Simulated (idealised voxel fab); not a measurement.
Process module name: voxel fin reveal
It is cross-section cut that appears here, measuring 155 nm in width, its square cells being 5 nm in size.
In what follows, cross-sections appear as grids of square cells, described through bands that run from the top down, where every band is one or more rows of cells.
A band entry consists of two parts. The first gives the height of the band's top and the height of its bottom, in nm. The rest lists the band's materials from left to right, each with its width in nm. A single material labelled with the word "edge to edge" fills the band from edge to edge, and the word "air" marks empty space.
Heights are measured from 0, the level below which the as-received wafer is all one material; the lowest band has no bottom and continues downward, written as in "0 nm and below".
Think of "30->40" as a width that walks from the first number to the second as you go down the band, top row to bottom row, taking equal-sized steps from row to row.
"remained the same", as given for a step, is the statement that not any cell of the cross-section underwent a change during that step.
Look at "Enclosed void entries" for the closed voids: empty spaces with no open path to the top, sized 8 cells or up. Each is width x height at distance, distance from the left edge, all nm.
If you see something after the settings on a step's line, that's the simulator's own remark about that step.
"overlay nm" on a masked step: distance the mask lay right of its planned place, negative for left.
### Process steps foreseen in the plan
| 1 | RECEIVE with material Si |
| 2 | CONFORMAL_DEP with material SiN, thk nm 5 |
| 3 | MASKED_ETCH with tone cover, mask id FINS, width nm 15, pitch nm 40, etch materials SiN, depth nm 5, overlay nm 0 |
| 4 | MASKED_ETCH with tone cover, mask id FINS, width nm 15, pitch nm 40, etch materials Si, depth nm 35, overlay nm 0 |
| 5 | OXIDIZE with depth nm 5 |
| 6 | FILL_DEP with material SiO2, thk nm 10 |
| 7 | CMP with height nm 5 |
| 8 | SELECTIVE_ETCH with etch materials SiO2, depth nm 30 |
| 9 | STRIP with etch materials SiN |
### Wafer cross-section on receipt, i.e. after step 1
  0 nm and below: Si edge to edge
  Enclosed void entries: none
### Run as planned - first of the two wafers cross-sectioned at the end of the module
  0 nm to -25 nm: 35 nm air / 5 nm Si / 35 nm air / 5 nm Si / 35 nm air / 5 nm Si / 35 nm air
  -25 nm to -40 nm: 35 nm SiO2 / 5 nm Si / 35 nm SiO2 / 5 nm Si / 35 nm SiO2 / 5 nm Si / 35 nm SiO2
  -40 nm and below: Si edge to edge
  Enclosed void entries: none
### End of module, second wafer, cross-section. Started like the first, planned like the first, run with one mistake
  0 nm to -40 nm: 35 nm air / 5 nm Si / 35 nm air / 5 nm Si / 35 nm air / 5 nm Si / 35 nm air
  -40 nm and below: Si edge to edge
  Enclosed void entries: none
Nonconformance to the process plan: step 8 from the plan got run twice
Cell-count delta at end, second wafer over first, by material: 84 fewer of SiO2
